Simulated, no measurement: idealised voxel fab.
process module | voxel plated lines
cross-section cut | 255 nm wide | cells 5 nm
Bands, listed from the top down, are how a cross-section gets written in this document; the cross-section itself is a grid of square cells, and a band is one or more rows of them. Heights first: top, then bottom, in nm. Then materials, left to right, each with a width in nm. "full width" on a single material: fills the band edge to edge. "blank": empty space. Heights are reckoned from 0. Under this level, the received wafer is all of one material. The bottommost band is open-ended downward, for example "top 0, no bottom". Note: "30..40" means the width goes from the first number (top row of the band) to the second number (bottom row) in equal steps per row of cells. It should be understood that the words "same as before", when stated for a given step, signify that the cross-section underwent no change in any of its cells during that step. "Sealed internal cavities" means: voids of 8 cells or more that are shut off from the top with no open way through. Written width x height at distance, distance from the left edge, in nm. On a step's line, text after the settings is the simulator commenting on that step. overlay nm: right-of-plan distance of the mask on a masked step; negative values mean left-of-plan.
THIS SECTION LISTS THE PROCESS STEPS THAT WERE PLANNED
1 RECEIVE: material Si
2 CONFORMAL_DEP: material Al2O3, thk nm 15
3 DIRECTIONAL_DEP: material TiN, thk nm 5
4 PATTERN: tone open, mask id LINES, material resist, width nm 15, pitch nm 40, thk nm 30, overlay nm 0
5 EPI: material Ru, thk nm 10
6 EPI: material Ru, thk nm 5
7 STRIP: etch materials resist
8 DIRECTIONAL_ETCH: etch materials TiN, depth nm 5
9 CONFORMAL_DEP: material SiO2, thk nm 5
FIRST OF TWO WAFERS - AS PLANNED
THE CROSS-SECTION HERE SHOWS THE WAFER AS RECEIVED, I.E. IN ITS STATE AFTER STEP 1
  top 0, no bottom | Si full width
  Sealed internal cavities: none
SO THIS IS THE WAFER CROSS-SECTION RIGHT AFTER STEP 2
  top 15, bottom 0 | Al2O3 full width
  below 0: unchanged
SO THIS IS THE WAFER CROSS-SECTION RIGHT AFTER STEP 3
  top 20, bottom 15 | TiN full width
  below 15: unchanged
SO THIS IS THE WAFER CROSS-SECTION RIGHT AFTER STEP 4
  top 50, bottom 20 | 100 of resist, then 15 of blank, then 25 of resist, then 15 of blank, then 100 of resist
  below 20: unchanged
SO THIS IS THE WAFER CROSS-SECTION RIGHT AFTER STEP 5
  top 50, bottom 30 | 100 of resist, then 15 of blank, then 25 of resist, then 15 of blank, then 100 of resist
  top 30, bottom 20 | 100 of resist, then 15 of Ru, then 25 of resist, then 15 of Ru, then 100 of resist
  below 20: unchanged
SO THIS IS THE WAFER CROSS-SECTION RIGHT AFTER STEP 6
  top 50, bottom 35 | 100 of resist, then 15 of blank, then 25 of resist, then 15 of blank, then 100 of resist
  top 35, bottom 20 | 100 of resist, then 15 of Ru, then 25 of resist, then 15 of Ru, then 100 of resist
  below 20: unchanged
SO THIS IS THE WAFER CROSS-SECTION RIGHT AFTER STEP 7
  top 35, bottom 20 | 100 of blank, then 15 of Ru, then 25 of blank, then 15 of Ru, then 100 of blank
  below 20: unchanged
SO THIS IS THE WAFER CROSS-SECTION RIGHT AFTER STEP 8
  top 35, bottom 20 | 100 of blank, then 15 of Ru, then 25 of blank, then 15 of Ru, then 100 of blank
  top 20, bottom 15 | 100 of blank, then 15 of TiN, then 25 of blank, then 15 of TiN, then 100 of blank
  below 15: unchanged
SO THIS IS THE WAFER CROSS-SECTION RIGHT AFTER STEP 9
  top 40, bottom 35 | 95 of blank, then 25 of SiO2, then 15 of blank, then 25 of SiO2, then 95 of blank
  top 35, bottom 20 | 95 of blank, then 5 of SiO2, then 15 of Ru, then 5 of SiO2, then 15 of blank, then 5 of SiO2, then 15 of Ru, then 5 of SiO2, then 95 of blank
  top 20, bottom 15 | 100 of SiO2, then 15 of TiN, then 25 of SiO2, then 15 of TiN, then 100 of SiO2
  below 15: unchanged
WHAT FOLLOWS CONCERNS THE SECOND WAFER, WHICH STARTED OUT LIKE THE FIRST AND WAS MEANT TO FOLLOW THE VERY SAME PLAN; ONE MISTAKE CREPT IN WHEN IT WAS RUN, BUT EVERYTHING UP TO AND INCLUDING STEP 5 IS THE SAME AS FOR THE FIRST WAFER
LOOK AT THE SECOND WAFER IN CROSS-SECTION AT THE TIME STEP 6 OUGHT TO HAVE FINISHED
  top 30, bottom 20 | 100 of blank, then 15 of Ru, then 25 of blank, then 15 of Ru, then 100 of blank
  below 20: unchanged
LOOK AT THE SECOND WAFER IN CROSS-SECTION AT THE TIME STEP 7 OUGHT TO HAVE FINISHED
  top 35, bottom 25 | 95 of blank, then 25 of Ru, then 15 of blank, then 25 of Ru, then 95 of blank
  top 25, bottom 20 | Ru full width
  below 20: unchanged
Look at the second wafer in cross-section at the time step 8 ought to have finished: same as before
LOOK AT THE SECOND WAFER IN CROSS-SECTION AT THE TIME STEP 9 OUGHT TO HAVE FINISHED
  top 40, bottom 35 | 90 of blank, then 35 of SiO2, then 5 of blank, then 35 of SiO2, then 90 of blank
  top 35, bottom 30 | 90 of blank, then 5 of SiO2, then 25 of Ru, then 5 of SiO2, then 5 of blank, then 5 of SiO2, then 25 of Ru, then 5 of SiO2, then 90 of blank
  top 30, bottom 25 | 95 of SiO2, then 25 of Ru, then 15 of SiO2, then 25 of Ru, then 95 of SiO2
  below 25: unchanged
In executing the process, a mistake was made relative to the plan: step 6 ran in the slot meant for step 7, and vice versa
End check, counted in cells, second wafer has more or fewer of these materials than the first: 53 more of Ru | 8 fewer of SiO2 | 45 more of TiN
